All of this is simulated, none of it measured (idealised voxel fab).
process module | voxel fin reveal
Pictured: cross-section cut, 280 nm wide, on a grid of 5 nm square cells.
Cross-section layout: square cells on a grid; listed as bands, top to bottom; a band spans one or more cell rows.
Each band's line starts with the height of the band's top and of its bottom, in nm. Then come its materials from left to right, each with its width in nm. One material with "throughout" fills the band from edge to edge. "empty" is empty space.
Heights are measured from 0, the level below which the as-received wafer is all one material; the lowest band has no bottom and continues downward, written as in "0 nm and below".
Per-row width for "30 to 40": begins at first number (top row of band), ends at second number (bottom row), increment between rows held constant.
A step reported as "no change occurred" is a step in which no cell of the cross-section changed.
Look at "Enclosed cavity list" for the closed voids: empty spaces with no open path to the top, sized 8 cells or up. Each is width x height at distance, distance from the left edge, all nm.
It should be noted that, on the line of a given step, the content following the step's settings is a remark produced by the simulator itself with respect to that step.
overlay nm: mask right of planned place by this much (step with mask). Neg. = left.
SET OUT BELOW ARE THE PLANNED STEPS OF THE PROCESS
step 1: RECEIVE | material Si
step 2: CONFORMAL_DEP | material SiN | thk nm 5
step 3: MASKED_ETCH | tone cover | mask id FINS | width nm 15 | pitch nm 40 | etch materials SiN | depth nm 5 | overlay nm -15
step 4: MASKED_ETCH | tone cover | mask id FINS | width nm 15 | pitch nm 40 | etch materials Si | depth nm 35 | overlay nm 0
step 5: OXIDIZE | depth nm 5
step 6: FILL_DEP | material SiO2 | thk nm 15
step 7: CMP | height nm 5
step 8: SELECTIVE_ETCH | etch materials SiO2 | depth nm 30
step 9: STRIP | etch materials SiN
Be aware that, although all wafers share a common starting state, the overlay nm at step 3 differs among them, and the plan displays the first wafer's value.
FIRST OF SEVERAL WAFERS (AS RECEIVED, POST STEP 1), CROSS-SECTIONAL VIEW
  0 nm and below: Si throughout
  Enclosed cavity list: none
HERE'S THE FIRST OF SEVERAL WAFERS IN CROSS-SECTION, END OF THE MODULE, AFTER THE LAST STEP, STEP 9
  0 nm to -5 nm: empty (80)  Si (5)  empty (35)  Si (5)  empty (35)  Si (5)  empty (115)
  -5 nm to -25 nm: empty (80)  Si (20)  empty (20)  Si (20)  empty (20)  Si (20)  empty (100)
  -25 nm to -40 nm: SiO2 (80)  Si (20)  SiO2 (20)  Si (20)  SiO2 (20)  Si (20)  SiO2 (100)
  -40 nm and below: Si throughout
  Enclosed cavity list: none
X-SECTION, LAST WAFER, MODULE END
  0 nm to -5 nm: empty (110)  Si (5)  empty (35)  Si (5)  empty (35)  Si (5)  empty (85)
  -5 nm to -25 nm: empty (95)  Si (20)  empty (20)  Si (20)  empty (20)  Si (20)  empty (85)
  -25 nm to -40 nm: SiO2 (95)  Si (20)  SiO2 (20)  Si (20)  SiO2 (20)  Si (20)  SiO2 (85)
  -40 nm and below: Si throughout
  Enclosed cavity list: none
EACH ROW BELOW IS A WAFER AT THE END OF THE MODULE, LISTING FOR EVERY MATERIAL THE NUMBER OF CELLS IT HAS GAINED (+) OR LOST (-) SINCE IT WAS RECEIVED, FOLLOWED BY ITS CLOSED VOIDS
overlay nm -15; -361 Si; +132 SiO2; Enclosed cavity list: none
overlay nm -10; -382 Si; +141 SiO2; Enclosed cavity list: none
overlay nm -5; -403 Si; +150 SiO2; Enclosed cavity list: none
overlay nm 0; -424 Si; +159 SiO2; Enclosed cavity list: none
overlay nm 5; -403 Si; +150 SiO2; Enclosed cavity list: none
overlay nm 10; -382 Si; +141 SiO2; Enclosed cavity list: none
overlay nm 15; -361 Si; +132 SiO2; Enclosed cavity list: none
